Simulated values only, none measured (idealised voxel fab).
Process module under the name voxel gate over fins
Cross-section cut spans 295 nm and uses square cells 5 nm in size.
Cross-section, as written here: a square-cell grid given band by band from the top down, where a band holds one or more rows of cells. What a band's entry tells you: where the top is and where the bottom is, as heights in nm, and after that what lies inside, material by material from left to right, each with its width in nm. Empty space is written as the word "blank", and a single material marked with the word "throughout" occupies the band from edge to edge. Convention: height 0 is the level below which the wafer, as received, is all one material. The lowest band does not terminate at the bottom but continues downward, represented as "z 0 and below". A two-number width, for instance "30->40", indicates that the width is equal to the first number in the top row of the band and to the second number in the bottom row, and that it changes by a constant amount per row of cells. For the purposes of this document, the phrase "no alteration" attached to a step denotes that no cell within the cross-section was modified by that step. You'll see "Voids, enclosed" listing empty spaces that have no way open to the top, as long as they're 8 cells or more; the notation is width x height at distance, where the distance is from the left edge, and all of it is in nm. Text after the settings on a step's line: the simulator's own remark on that step. Regarding "overlay nm": on a step with a mask, it is the distance the mask lay to the right of its planned place; a negative value places it to the left.

Here's what the planned process steps look like:
1) RECEIVE,material Si
2) CONFORMAL_DEP,material SiN,thk nm 10
3) MASKED_ETCH,tone cover,mask id FINS,width nm 15,pitch nm 55,etch materials SiN,depth nm 10,overlay nm 0
4) MASKED_ETCH,tone cover,mask id FINS,width nm 15,pitch nm 55,etch materials Si,depth nm 35,overlay nm 0
5) FILL_DEP,material SiO2,thk nm 10
6) CMP,height nm 10
7) PATTERN,tone open,mask id RAIL,material resist,width nm 15,thk nm 15,overlay nm 0
8) DIRECTIONAL_ETCH,etch materials SiO2,depth nm 40
9) STRIP,etch materials resist
10) CONFORMAL_DEP,material TiN,thk nm 5
11) FILL_DEP,material Ru,thk nm 5
12) CMP,height nm 10
13) SELECTIVE_ETCH,etch materials W Ru TiN,depth nm 30
14) FILL_DEP,material SiO2,thk nm 5
15) CMP,height nm 10
16) SELECTIVE_ETCH,etch materials SiO2,depth nm 25
17) STRIP,etch materials SiN
18) CONFORMAL_DEP,material HfO2,thk nm 5
19) CONFORMAL_DEP,material TiN,thk nm 5
20) FILL_DEP,material W,thk nm 10
21) CMP,height nm 15
22) CONFORMAL_DEP,material SiCN,thk nm 10

The first wafer of two, processed as planned:

As-received wafer cross-section (after step 1):
	z 0 and below: Si throughout
	Voids, enclosed: none

Sectional view: wafer, after step 2:
	z 10 to 0: SiN throughout
	Under 0: no change, same as before.

Sectional view: wafer, after step 3:
	z 10 to 0: blank=110 | SiN=15 | blank=40 | SiN=15 | blank=115
	Under 0: no change, same as before.

Sectional view: wafer, after step 4:
	z 10 to 0: blank=110 | SiN=15 | blank=40 | SiN=15 | blank=115
	z 0 to -35: blank=110 | Si=15 | blank=40 | Si=15 | blank=115
	Under -35: no change, same as before.

Sectional view: wafer, after step 5:
	z 20 to 10: SiO2 throughout
	z 10 to 0: SiO2=110 | SiN=15 | SiO2=40 | SiN=15 | SiO2=115
	z 0 to -35: SiO2=110 | Si=15 | SiO2=40 | Si=15 | SiO2=115
	Under -35: no change, same as before.

Sectional view: wafer, after step 6:
	z 10 to 0: SiO2=110 | SiN=15 | SiO2=40 | SiN=15 | SiO2=115
	Under 0: no change, same as before.

Sectional view: wafer, after step 7:
	z 25 to 10: resist=135 | blank=15 | resist=145
	Under 10: no change, same as before.

Sectional view: wafer, after step 8:
	z 25 to 10: resist=135 | blank=15 | resist=145
	z 10 to 0: SiO2=110 | SiN=15 | SiO2=10 | blank=15 | SiO2=15 | SiN=15 | SiO2=115
	z 0 to -30: SiO2=110 | Si=15 | SiO2=10 | blank=15 | SiO2=15 | Si=15 | SiO2=115
	Under -30: no change, same as before.

Sectional view: wafer, after step 9:
	z 10 to 0: SiO2=110 | SiN=15 | SiO2=10 | blank=15 | SiO2=15 | SiN=15 | SiO2=115
	Under 0: no change, same as before.

Sectional view: wafer, after step 10:
	z 15 to 10: TiN=140 | blank=5 | TiN=150
	z 10 to 0: SiO2=110 | SiN=15 | SiO2=10 | TiN=5 | blank=5 | TiN=5 | SiO2=15 | SiN=15 | SiO2=115
	z 0 to -25: SiO2=110 | Si=15 | SiO2=10 | TiN=5 | blank=5 | TiN=5 | SiO2=15 | Si=15 | SiO2=115
	z -25 to -30: SiO2=110 | Si=15 | SiO2=10 | TiN=15 | SiO2=15 | Si=15 | SiO2=115
	Under -30: no change, same as before.

Sectional view: wafer, after step 11:
	z 20 to 15: Ru throughout
	z 15 to 10: TiN=140 | Ru=5 | TiN=150
	z 10 to 0: SiO2=110 | SiN=15 | SiO2=10 | TiN=5 | Ru=5 | TiN=5 | SiO2=15 | SiN=15 | SiO2=115
	z 0 to -25: SiO2=110 | Si=15 | SiO2=10 | TiN=5 | Ru=5 | TiN=5 | SiO2=15 | Si=15 | SiO2=115
	Under -25: no change, same as before.

Sectional view: wafer, after step 12:
	z 10 to 0: SiO2=110 | SiN=15 | SiO2=10 | TiN=5 | Ru=5 | TiN=5 | SiO2=15 | SiN=15 | SiO2=115
	Under 0: no change, same as before.

Sectional view: wafer, after step 13:
	z 10 to 0: SiO2=110 | SiN=15 | SiO2=10 | blank=15 | SiO2=15 | SiN=15 | SiO2=115
	z 0 to -20: SiO2=110 | Si=15 | SiO2=10 | blank=15 | SiO2=15 | Si=15 | SiO2=115
	Under -20: no change, same as before.

Sectional view: wafer, after step 14:
	z 15 to 10: SiO2 throughout
	z 10 to 0: SiO2=110 | SiN=15 | SiO2=40 | SiN=15 | SiO2=115
	z 0 to -20: SiO2=110 | Si=15 | SiO2=40 | Si=15 | SiO2=115
	Under -20: no change, same as before.

Sectional view: wafer, after step 15:
	z 10 to 0: SiO2=110 | SiN=15 | SiO2=40 | SiN=15 | SiO2=115
	Under 0: no change, same as before.

Sectional view: wafer, after step 16:
	z 10 to 0: blank=110 | SiN=15 | blank=40 | SiN=15 | blank=115
	z 0 to -15: blank=110 | Si=15 | blank=40 | Si=15 | blank=115
	Under -15: no change, same as before.

Sectional view: wafer, after step 17:
	z 0 to -15: blank=110 | Si=15 | blank=40 | Si=15 | blank=115
	Under -15: no change, same as before.

Sectional view: wafer, after step 18:
	z 5 to 0: blank=105 | HfO2=25 | blank=30 | HfO2=25 | blank=110
	z 0 to -10: blank=105 | HfO2=5 | Si=15 | HfO2=5 | blank=30 | HfO2=5 | Si=15 | HfO2=5 | blank=110
	z -10 to -15: HfO2=110 | Si=15 | HfO2=40 | Si=15 | HfO2=115
	Under -15: no change, same as before.

Sectional view: wafer, after step 19:
	z 10 to 5: blank=100 | TiN=35 | blank=20 | TiN=35 | blank=105
	z 5 to 0: blank=100 | TiN=5 | HfO2=25 | TiN=5 | blank=20 | TiN=5 | HfO2=25 | TiN=5 | blank=105
	z 0 to -5: blank=100 | TiN=5 | HfO2=5 | Si=15 | HfO2=5 | TiN=5 | blank=20 | TiN=5 | HfO2=5 | Si=15 | HfO2=5 | TiN=5 | blank=105
	z -5 to -10: TiN=105 | HfO2=5 | Si=15 | HfO2=5 | TiN=30 | HfO2=5 | Si=15 | HfO2=5 | TiN=110
	Under -10: no change, same as before.

Sectional view: wafer, after step 20:
	z 20 to 10: W throughout
	z 10 to 5: W=100 | TiN=35 | W=20 | TiN=35 | W=105
	z 5 to 0: W=100 | TiN=5 | HfO2=25 | TiN=5 | W=20 | TiN=5 | HfO2=25 | TiN=5 | W=105
	z 0 to -5: W=100 | TiN=5 | HfO2=5 | Si=15 | HfO2=5 | TiN=5 | W=20 | TiN=5 | HfO2=5 | Si=15 | HfO2=5 | TiN=5 | W=105
	Under -5: no change, same as before.

Sectional view: wafer, after step 21:
	z 15 to 10: W throughout
	Under 10: no change, same as before.

Sectional view: wafer, after step 22:
	z 25 to 15: SiCN throughout
	Under 15: no change, same as before.

Wafer two. Identical start, identical plan. One mistake in execution. Identical history through step 17:

Cross-sectional view of the second wafer at the intended end time of process step 18: no alteration

Cross-sectional view of the second wafer at the intended end time of process step 19:
	z 5 to 0: blank=105 | TiN=25 | blank=30 | TiN=25 | blank=110
	z 0 to -10: blank=105 | TiN=5 | Si=15 | TiN=5 | blank=30 | TiN=5 | Si=15 | TiN=5 | blank=110
	z -10 to -15: TiN=110 | Si=15 | TiN=40 | Si=15 | TiN=115
	Under -15: no change, same as before.

Cross-sectional view of the second wafer at the intended end time of process step 20:
	z 15 to 5: W throughout
	z 5 to 0: W=105 | TiN=25 | W=30 | TiN=25 | W=110
	z 0 to -10: W=105 | TiN=5 | Si=15 | TiN=5 | W=30 | TiN=5 | Si=15 | TiN=5 | W=110
	Under -10: no change, same as before.

Cross-sectional view of the second wafer at the intended end time of process step 21: no alteration

Cross-sectional view of the second wafer at the intended end time of process step 22:
	z 25 to 15: SiCN throughout
	Under 15: no change, same as before.
It is concluded that the wafer was processed incorrectly with respect to the plan, in that yeah, step 18 of the plan got skipped, never ran
Heads up, by the end the second wafer has more or fewer cells of some materials compared to the first: HfO2: 71 fewer, W: 71 more
